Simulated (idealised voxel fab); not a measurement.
The name of this process module is voxel self aligned vias.
FYI the section here is cut, 210 nm wide, cells are 5 nm squares.
Think of the cross-section as a grid of square cells. We describe it in bands, top to bottom, and each band covers one or more rows of those cells. This entry defines a band. It first specifies the height of the band's top and the height of its bottom in nm, and then specifies the band's materials from left to right, stating each material with its width in nm. The word "all across" identifies a single material that fills the band from edge to edge, while the word "blank" identifies empty space. Measure heights from 0. That's the level where, below it, the as-received wafer is all one material. The lowest band is bottomless and extends downward; write it as in "z 0 and below". The two numbers in a width such as "30 to 40" mark its ends across the band: the first belongs to the top row of cells, the second to the bottom row, and from each row to the next the width moves by the same amount. Key: "remained the same" - step with no changed cell in the cross-section. Voids not open to the top, 8 cells minimum: see "Entrapped void list". Written width x height at distance; distance is from the left edge; nm. Past the settings on a step's line: simulator remark, on that step. overlay nm: mask right of planned place by this much (step with mask). Neg. = left.
PROCESS STEPS (PLANNED)
- 1: op RECEIVE | material Si
- 2: op CONFORMAL_DEP | material SiO2 | thk nm 15
- 3: op CONFORMAL_DEP | material SiCN | thk nm 5
- 4: op DIRECTIONAL_DEP | material SiO2 | thk nm 20
- 5: op PATTERN | tone open | mask id LINES | material resist | width nm 30 | pitch nm 80 | thk nm 15 | overlay nm 0
- 6: op DIRECTIONAL_ETCH | etch materials SiO2 | depth nm 20
- 7: op STRIP | etch materials resist
- 8: op CONFORMAL_DEP | material TiN | thk nm 5
- 9: op FILL_DEP | material Ru | thk nm 5
- 10: op CMP | height nm 40
- 11: op SELECTIVE_ETCH | etch materials W Ru TiN | depth nm 5
- 12: op FILL_DEP | material SiN | thk nm 10
- 13: op CMP | height nm 40
- 14: op DIRECTIONAL_DEP | material SiO2 | thk nm 15
- 15: op MASKED_ETCH | tone open | mask id VIAS | width nm 50 | pitch nm 80 | etch materials SiO2 | depth nm 15 | overlay nm 0
- 16: op MASKED_ETCH | tone open | mask id VIAS | width nm 50 | pitch nm 80 | etch materials SiN | depth nm 5 | overlay nm 0
- 17: op CONFORMAL_DEP | material TiN | thk nm 5
- 18: op FILL_DEP | material Cu | thk nm 5
- 19: op CMP | height nm 55
- 20: op CONFORMAL_DEP | material SiCN | thk nm 5
RUN AS PLANNED: FIRST OF TWO WAFERS
CROSS-SECTION OF THE WAFER AT RECEIPT, WHICH IS THE CONDITION AFTER STEP 1
* z 0 and below | Si all across
* Entrapped void list: none
ONCE STEP 2 IS THROUGH, THE WAFER LOOKS LIKE THIS IN CROSS-SECTION
* z 15 to 0 | SiO2 all across
* For the remainder of the cross-section, below 0, there is no change.
ONCE STEP 3 IS THROUGH, THE WAFER LOOKS LIKE THIS IN CROSS-SECTION
* z 20 to 15 | SiCN all across
* For the remainder of the cross-section, below 15, there is no change.
ONCE STEP 4 IS THROUGH, THE WAFER LOOKS LIKE THIS IN CROSS-SECTION
* z 40 to 20 | SiO2 all across
* For the remainder of the cross-section, below 20, there is no change.
ONCE STEP 5 IS THROUGH, THE WAFER LOOKS LIKE THIS IN CROSS-SECTION
* z 55 to 40 | 50 resist / 30 blank / 50 resist / 30 blank / 50 resist
* For the remainder of the cross-section, below 40, there is no change.
ONCE STEP 6 IS THROUGH, THE WAFER LOOKS LIKE THIS IN CROSS-SECTION
* z 55 to 40 | 50 resist / 30 blank / 50 resist / 30 blank / 50 resist
* z 40 to 20 | 50 SiO2 / 30 blank / 50 SiO2 / 30 blank / 50 SiO2
* For the remainder of the cross-section, below 20, there is no change.
ONCE STEP 7 IS THROUGH, THE WAFER LOOKS LIKE THIS IN CROSS-SECTION
* z 40 to 20 | 50 SiO2 / 30 blank / 50 SiO2 / 30 blank / 50 SiO2
* For the remainder of the cross-section, below 20, there is no change.
ONCE STEP 8 IS THROUGH, THE WAFER LOOKS LIKE THIS IN CROSS-SECTION
* z 45 to 40 | 55 TiN / 20 blank / 60 TiN / 20 blank / 55 TiN
* z 40 to 25 | 50 SiO2 / 5 TiN / 20 blank / 5 TiN / 50 SiO2 / 5 TiN / 20 blank / 5 TiN / 50 SiO2
* z 25 to 20 | 50 SiO2 / 30 TiN / 50 SiO2 / 30 TiN / 50 SiO2
* For the remainder of the cross-section, below 20, there is no change.
ONCE STEP 9 IS THROUGH, THE WAFER LOOKS LIKE THIS IN CROSS-SECTION
* z 50 to 45 | Ru all across
* z 45 to 40 | 55 TiN / 20 Ru / 60 TiN / 20 Ru / 55 TiN
* z 40 to 25 | 50 SiO2 / 5 TiN / 20 Ru / 5 TiN / 50 SiO2 / 5 TiN / 20 Ru / 5 TiN / 50 SiO2
* For the remainder of the cross-section, below 25, there is no change.
ONCE STEP 10 IS THROUGH, THE WAFER LOOKS LIKE THIS IN CROSS-SECTION
* z 40 to 25 | 50 SiO2 / 5 TiN / 20 Ru / 5 TiN / 50 SiO2 / 5 TiN / 20 Ru / 5 TiN / 50 SiO2
* For the remainder of the cross-section, below 25, there is no change.
ONCE STEP 11 IS THROUGH, THE WAFER LOOKS LIKE THIS IN CROSS-SECTION
* z 40 to 35 | 50 SiO2 / 30 blank / 50 SiO2 / 30 blank / 50 SiO2
* For the remainder of the cross-section, below 35, there is no change.
ONCE STEP 12 IS THROUGH, THE WAFER LOOKS LIKE THIS IN CROSS-SECTION
* z 50 to 40 | SiN all across
* z 40 to 35 | 50 SiO2 / 30 SiN / 50 SiO2 / 30 SiN / 50 SiO2
* For the remainder of the cross-section, below 35, there is no change.
ONCE STEP 13 IS THROUGH, THE WAFER LOOKS LIKE THIS IN CROSS-SECTION
* z 40 to 35 | 50 SiO2 / 30 SiN / 50 SiO2 / 30 SiN / 50 SiO2
* For the remainder of the cross-section, below 35, there is no change.
ONCE STEP 14 IS THROUGH, THE WAFER LOOKS LIKE THIS IN CROSS-SECTION
* z 55 to 40 | SiO2 all across
* For the remainder of the cross-section, below 40, there is no change.
ONCE STEP 15 IS THROUGH, THE WAFER LOOKS LIKE THIS IN CROSS-SECTION
* z 55 to 40 | 40 SiO2 / 50 blank / 30 SiO2 / 50 blank / 40 SiO2
* For the remainder of the cross-section, below 40, there is no change.
ONCE STEP 16 IS THROUGH, THE WAFER LOOKS LIKE THIS IN CROSS-SECTION
* z 55 to 40 | 40 SiO2 / 50 blank / 30 SiO2 / 50 blank / 40 SiO2
* z 40 to 35 | 50 SiO2 / 30 blank / 50 SiO2 / 30 blank / 50 SiO2
* For the remainder of the cross-section, below 35, there is no change.
ONCE STEP 17 IS THROUGH, THE WAFER LOOKS LIKE THIS IN CROSS-SECTION
* z 60 to 55 | 45 TiN / 40 blank / 40 TiN / 40 blank / 45 TiN
* z 55 to 45 | 40 SiO2 / 5 TiN / 40 blank / 5 TiN / 30 SiO2 / 5 TiN / 40 blank / 5 TiN / 40 SiO2
* z 45 to 40 | 40 SiO2 / 15 TiN / 20 blank / 15 TiN / 30 SiO2 / 15 TiN / 20 blank / 15 TiN / 40 SiO2
* z 40 to 35 | 50 SiO2 / 30 TiN / 50 SiO2 / 30 TiN / 50 SiO2
* For the remainder of the cross-section, below 35, there is no change.
ONCE STEP 18 IS THROUGH, THE WAFER LOOKS LIKE THIS IN CROSS-SECTION
* z 65 to 60 | Cu all across
* z 60 to 55 | 45 TiN / 40 Cu / 40 TiN / 40 Cu / 45 TiN
* z 55 to 45 | 40 SiO2 / 5 TiN / 40 Cu / 5 TiN / 30 SiO2 / 5 TiN / 40 Cu / 5 TiN / 40 SiO2
* z 45 to 40 | 40 SiO2 / 15 TiN / 20 Cu / 15 TiN / 30 SiO2 / 15 TiN / 20 Cu / 15 TiN / 40 SiO2
* For the remainder of the cross-section, below 40, there is no change.
ONCE STEP 19 IS THROUGH, THE WAFER LOOKS LIKE THIS IN CROSS-SECTION
* z 55 to 45 | 40 SiO2 / 5 TiN / 40 Cu / 5 TiN / 30 SiO2 / 5 TiN / 40 Cu / 5 TiN / 40 SiO2
* For the remainder of the cross-section, below 45, there is no change.
ONCE STEP 20 IS THROUGH, THE WAFER LOOKS LIKE THIS IN CROSS-SECTION
* z 60 to 55 | SiCN all across
* For the remainder of the cross-section, below 55, there is no change.
WAFER TWO. SAME START, SAME PLAN, ONE SLIP IN EXECUTION. SAME AS WAFER ONE THROUGH STEP 14, INCLUSIVE
LOOK AT THE SECOND WAFER IN CROSS-SECTION AT THE TIME STEP 15 OUGHT TO HAVE FINISHED
* z 55 to 40 | 45 SiO2 / 50 blank / 30 SiO2 / 50 blank / 35 SiO2
* For the remainder of the cross-section, below 40, there is no change.
LOOK AT THE SECOND WAFER IN CROSS-SECTION AT THE TIME STEP 16 OUGHT TO HAVE FINISHED
* z 55 to 40 | 45 SiO2 / 50 blank / 30 SiO2 / 50 blank / 35 SiO2
* z 40 to 35 | 50 SiO2 / 30 blank / 50 SiO2 / 30 blank / 50 SiO2
* For the remainder of the cross-section, below 35, there is no change.
LOOK AT THE SECOND WAFER IN CROSS-SECTION AT THE TIME STEP 17 OUGHT TO HAVE FINISHED
* z 60 to 55 | 50 TiN / 40 blank / 40 TiN / 40 blank / 40 TiN
* z 55 to 45 | 45 SiO2 / 5 TiN / 40 blank / 5 TiN / 30 SiO2 / 5 TiN / 40 blank / 5 TiN / 35 SiO2
* z 45 to 40 | 45 SiO2 / 10 TiN / 20 blank / 20 TiN / 30 SiO2 / 10 TiN / 20 blank / 20 TiN / 35 SiO2
* z 40 to 35 | 50 SiO2 / 30 TiN / 50 SiO2 / 30 TiN / 50 SiO2
* For the remainder of the cross-section, below 35, there is no change.
LOOK AT THE SECOND WAFER IN CROSS-SECTION AT THE TIME STEP 18 OUGHT TO HAVE FINISHED
* z 65 to 60 | Cu all across
* z 60 to 55 | 50 TiN / 40 Cu / 40 TiN / 40 Cu / 40 TiN
* z 55 to 45 | 45 SiO2 / 5 TiN / 40 Cu / 5 TiN / 30 SiO2 / 5 TiN / 40 Cu / 5 TiN / 35 SiO2
* z 45 to 40 | 45 SiO2 / 10 TiN / 20 Cu / 20 TiN / 30 SiO2 / 10 TiN / 20 Cu / 20 TiN / 35 SiO2
* For the remainder of the cross-section, below 40, there is no change.
LOOK AT THE SECOND WAFER IN CROSS-SECTION AT THE TIME STEP 19 OUGHT TO HAVE FINISHED
* z 55 to 45 | 45 SiO2 / 5 TiN / 40 Cu / 5 TiN / 30 SiO2 / 5 TiN / 40 Cu / 5 TiN / 35 SiO2
* For the remainder of the cross-section, below 45, there is no change.
LOOK AT THE SECOND WAFER IN CROSS-SECTION AT THE TIME STEP 20 OUGHT TO HAVE FINISHED
* z 60 to 55 | SiCN all across
* For the remainder of the cross-section, below 55, there is no change.
So what did we get wrong on this run? heads up, step 15 didn't go per plan, it actually ran as op MASKED_ETCH | tone open | mask id VIAS | width nm 50 | pitch nm 80 | etch materials SiO2 | depth nm 15 | overlay nm 5
When the process is done, the second wafer contains the same cell count of every material as the first wafer, but distributed over other locations.
